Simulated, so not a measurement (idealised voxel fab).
Process module under the name voxel gate over fins
Each square cell in cross-section cut measures 5 nm, and the section as a whole is 265 nm wide.
Cross-section spec: square-cell grid; bands listed top down; each band is one or more rows.
Top height, bottom height, nm. Materials left to right, width each, nm. Single material + "edge to edge" = fills band edge to edge. "blank" = empty.
Height datum 0, below which the as-received substrate wafer is one material. Lowest band open at the bottom, running downward: "0 down".
Width spec "30 to 40" -> top row of cells at first value, bottom row at second value, equal per-row change in between.
Reading "no alterations made" for a step: not a cell of the cross-section changed in it.
Each empty space that has no open way to the top and spans at least 8 cells appears under "Fully closed voids" as width x height at distance, the distance counted from the left edge, all in nm.
Heads up: the bit after the settings on a step's line is the simulator's remark on that step.
The "overlay nm" setting may appear on a step's line; for a step that uses a mask, it gives how far to the right of its planned position the mask lay, and a negative value indicates the left.
# The process steps that were planned are listed below
1: RECEIVE with material Si
2: CONFORMAL_DEP with material SiN, thk nm 10
3: DIRECTIONAL_DEP with material aC, thk nm 10
4: PATTERN with tone cover, mask id FINS, material resist, width nm 15, pitch nm 50, thk nm 30, overlay nm 0
5: DIRECTIONAL_ETCH with etch materials aC, depth nm 10
6: STRIP with etch materials resist
7: DIRECTIONAL_ETCH with etch materials SiN, depth nm 10
8: DIRECTIONAL_ETCH with etch materials Si, depth nm 40
9: STRIP with etch materials aC
10: FILL_DEP with material SiO2, thk nm 15
11: CMP with height nm 10
12: PATTERN with tone open, mask id RAIL, material resist, width nm 15, thk nm 15, overlay nm 0
13: DIRECTIONAL_ETCH with etch materials SiO2, depth nm 45
14: STRIP with etch materials resist
15: CONFORMAL_DEP with material TiN, thk nm 5
16: FILL_DEP with material W, thk nm 10
17: CMP with height nm 10
18: SELECTIVE_ETCH with etch materials W Ru TiN, depth nm 25
19: FILL_DEP with material SiO2, thk nm 5
20: CMP with height nm 10
21: SELECTIVE_ETCH with etch materials SiO2, depth nm 20
22: STRIP with etch materials SiN
23: CONFORMAL_DEP with material HfO2, thk nm 5
24: CONFORMAL_DEP with material TiN, thk nm 5
25: CONFORMAL_DEP with material TiAl, thk nm 5
26: CONFORMAL_DEP with material TiN, thk nm 5
27: FILL_DEP with material W, thk nm 10
28: CMP with height nm 25
29: CONFORMAL_DEP with material SiCN, thk nm 10
# Shown in cross-section is the wafer as received, that is, as it stands after step 1
- 0 down: Si edge to edge
- Fully closed voids: none
# Cross-section at module end, one run error; start and plan unchanged from above
- 35 to 25: SiCN edge to edge
- 25 to 20: W edge to edge
- 20 to 15: W=80, then TiN=105, then W=80
- 15 to 10: W=80, then TiN=5, then TiAl=45, then TiN=5, then TiAl=45, then TiN=5, then W=80
- 10 to 5: TiN=85, then TiAl=5, then TiN=35, then TiAl=5, then TiN=5, then TiAl=5, then TiN=35, then TiAl=5, then TiN=85
- 5 to 0: TiAl=90, then TiN=5, then HfO2=25, then TiN=5, then TiAl=15, then TiN=5, then HfO2=25, then TiN=5, then TiAl=90
- 0 to -5: TiN=95, then HfO2=5, then Si=15, then HfO2=5, then TiN=25, then HfO2=5, then Si=15, then HfO2=5, then TiN=95
- -5 to -10: HfO2=100, then Si=15, then HfO2=35, then Si=15, then HfO2=100
- -10 to -15: SiO2=100, then Si=15, then SiO2=35, then Si=15, then SiO2=100
- -15 to -30: SiO2=100, then Si=15, then SiO2=10, then TiN=5, then W=10, then TiN=5, then SiO2=5, then Si=15, then SiO2=100
- -30 to -35: SiO2=100, then Si=15, then SiO2=10, then TiN=20, then SiO2=5, then Si=15, then SiO2=100
- -35 to -40: SiO2=100, then Si=15, then SiO2=35, then Si=15, then SiO2=100
- -40 down: Si edge to edge
- Fully closed voids: none
Where did the run depart from the plan? step 12 did not happen as planned, as run it was PATTERN with tone open, mask id RAIL, material resist, width nm 20, thk nm 15, overlay nm 0
